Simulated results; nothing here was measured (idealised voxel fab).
Title: Process Module voxel released beams
FYI the section here is cut, 285 nm wide, cells are 5 nm squares.
Think of the cross-section as a grid of square cells. We describe it in bands, top to bottom, and each band covers one or more rows of those cells.
Look at the band entry: it leads with the top's height and the bottom's height in nm. Then it lists the materials left to right, with a width in nm for each. The word "everywhere" on a single material says that material fills the band edge to edge. The word "air" is empty space.
All heights in this document are referenced to 0, defined as the level beneath which the wafer, as received, consists entirely of one material. The lowest band is not bounded below; it extends indefinitely downward and is written in the form "0 and below".
Width spec "30..40" -> top row of cells at first value, bottom row at second value, equal per-row change in between.
"no change occurred" after a step means that no cell of the cross-section changed.
"Closed void entries" contains a list of empty spaces, each no smaller than 8 cells and without an open way to the top, written in the form width x height at distance with the distance from the left edge and all three in nm.
Heads up: the bit after the settings on a step's line is the simulator's remark on that step.
Among the settings permitted on a step's line is "overlay nm"; applied to a step with a mask, it specifies the extent to which the mask lay to the right of its planned position, whereas a negative figure signifies a position to the left.

## plan
step 1: RECEIVE [material Si]
step 2: CONFORMAL_DEP [material SiN] [thk nm 5]
step 3: DIRECTIONAL_DEP [material SiO2] [thk nm 10]
step 4: PATTERN [tone open] [mask id ANCHOR] [material resist] [width nm 35] [thk nm 15] [overlay nm 0]
step 5: DIRECTIONAL_ETCH [etch materials SiO2] [depth nm 10]
step 6: STRIP [etch materials resist]
step 7: CONFORMAL_DEP [material polySi] [thk nm 15]
step 8: DIRECTIONAL_DEP [material aC] [thk nm 10]
step 9: PATTERN [tone cover] [mask id BEAM] [material resist] [width nm 115] [thk nm 25] [overlay nm 0]
step 10: DIRECTIONAL_ETCH [etch materials aC] [depth nm 10]
step 11: STRIP [etch materials resist]
step 12: DIRECTIONAL_ETCH [etch materials polySi] [depth nm 15]
step 13: STRIP [etch materials aC]
step 14: STRIP [etch materials SiO2]

## This is the cross-section of the wafer as we received it, i.e. after step 1
0 and below: Si everywhere
Closed void entries: none

## First of two wafers, end-of-module section, run followed plan
30 down to 20: air: 80 | polySi: 20 | air: 5 | polySi: 90 | air: 90
20 down to 15: air: 80 | polySi: 115 | air: 90
15 down to 5: air: 85 | polySi: 35 | air: 165
5 down to 0: SiN everywhere
0 and below: Si everywhere
Closed void entries: none

## What the second wafer looks like in cross-section once the module is done. Its start and its plan matched the first wafer's exactly; what differed was one mistake in how it was run
30 down to 20: air: 80 | polySi: 55 | air: 150
20 down to 15: air: 80 | polySi: 115 | air: 90
15 down to 5: air: 70 | polySi: 15 | SiO2: 35 | polySi: 75 | air: 90
5 down to 0: SiN everywhere
0 and below: Si everywhere
Closed void entries: none
Heads up, the wafer didn't run the way we planned it: step 4 did not use the planned setting and instead ran as PATTERN [tone cover] [mask id ANCHOR] [material resist] [width nm 35] [thk nm 15] [overlay nm 0]
End check, counted in cells, second wafer has more or fewer of these materials than the first: SiO2 +14
